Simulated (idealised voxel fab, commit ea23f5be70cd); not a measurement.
process module | voxel self aligned contacts
cross-section cut | 205 nm wide | cells 5 nm
A cross-section is a grid of square cells, given in bands from the top down. A band is one or more rows of cells.
Each band's line starts with the height of the band's top and of its bottom, in nm. Then come its materials from left to right, each with its width in nm. One material with "throughout" fills the band from edge to edge. "air" is empty space.
Height 0 is the level under which the wafer as received is all one material. The lowest band goes on downwards, as in "0 down".
A width such as "30 to 40" changes by the same amount from each row of cells to the next, from the band's top row to its bottom row.
"no change" after a step means that no cell of the cross-section changed.
closed voids: empty space of 8 cells or more with no open way to the top, each as width x height at its distance from the left edge, in nm
after a step's settings: what the simulator itself notes on the step
overlay nm, on a step with a mask: how far to the right of its planned place the mask lay; to the left if negative
plan
1 op RECEIVE | material Si
2 op CONFORMAL_DEP | material SiO2 | thk nm 5
3 op DIRECTIONAL_DEP | material polySi | thk nm 20
4 op DIRECTIONAL_DEP | material SiN | thk nm 20
5 op MASKED_ETCH | tone cover | mask id GATE | width nm 35 | pitch nm 70 | etch materials SiN | depth nm 20 | overlay nm 0
6 op MASKED_ETCH | tone cover | mask id GATE | width nm 35 | pitch nm 70 | etch materials polySi | depth nm 20 | overlay nm 0
7 op CONFORMAL_DEP | material SiN | thk nm 10
8 op DIRECTIONAL_ETCH | etch materials SiN | depth nm 10
9 op FILL_DEP | material SiO2 | thk nm 10
10 op CMP | height nm 50
11 op PATTERN | tone open | mask id CONTACT | material resist | width nm 45 | pitch nm 70 | thk nm 20 | overlay nm 0
12 op DIRECTIONAL_ETCH | etch materials SiO2 | depth nm 50
13 op STRIP | etch materials resist
14 op CONFORMAL_DEP | material TiN | thk nm 5
15 op FILL_DEP | material Ru | thk nm 10
16 op CMP | height nm 50
17 op CONFORMAL_DEP | material SiCN | thk nm 5
as received, after step 1
  0 down: Si throughout
  closed voids: none
first wafer at the end, as planned
  55 to 50: SiCN throughout
  50 to 45: SiO2 45 | TiN 20 | Ru 5 | TiN 20 | SiO2 25 | TiN 20 | Ru 5 | TiN 20 | SiO2 45
  45 to 25: SiO2 5 | SiN 55 | TiN 5 | Ru 5 | TiN 5 | SiN 55 | TiN 5 | Ru 5 | TiN 5 | SiN 55 | SiO2 5
  25 to 5: SiO2 5 | SiN 10 | polySi 35 | SiN 10 | TiN 5 | Ru 5 | TiN 5 | SiN 10 | polySi 35 | SiN 10 | TiN 5 | Ru 5 | TiN 5 | SiN 10 | polySi 35 | SiN 10 | SiO2 5
  5 to 0: SiO2 60 | TiN 15 | SiO2 55 | TiN 15 | SiO2 60
  0 down: Si throughout
  closed voids: none
second wafer at the end: like start, like plan, one mistake
  55 to 50: SiCN throughout
  50 to 45: SiO2 45 | TiN 20 | Ru 5 | TiN 20 | SiO2 25 | TiN 20 | Ru 5 | TiN 20 | SiO2 45
  45 to 25: SiO2 5 | SiN 55 | TiN 5 | Ru 5 | TiN 5 | SiN 55 | TiN 5 | Ru 5 | TiN 5 | SiN 55 | SiO2 5
  25 to 20: SiO2 5 | SiN 10 | polySi 35 | SiN 10 | TiN 5 | Ru 5 | TiN 5 | SiN 10 | polySi 35 | SiN 10 | TiN 5 | Ru 5 | TiN 5 | SiN 10 | polySi 35 | SiN 10 | SiO2 5
  20 to 15: SiO2 5 | SiN 10 | polySi 35 | SiN 10 | TiN 15 | SiN 10 | polySi 35 | SiN 10 | TiN 15 | SiN 10 | polySi 35 | SiN 10 | SiO2 5
  15 to 5: SiN 15 | polySi 35 | SiN 35 | polySi 35 | SiN 35 | polySi 35 | SiN 15
  5 to 0: SiO2 throughout
  0 down: Si throughout
  closed voids: none
what went wrong: steps 7 and 8 were swapped
at the end the second wafer has, in cells: 6 fewer of Ru | 16 more of SiN | 2 more of SiO2 | 12 fewer of TiN
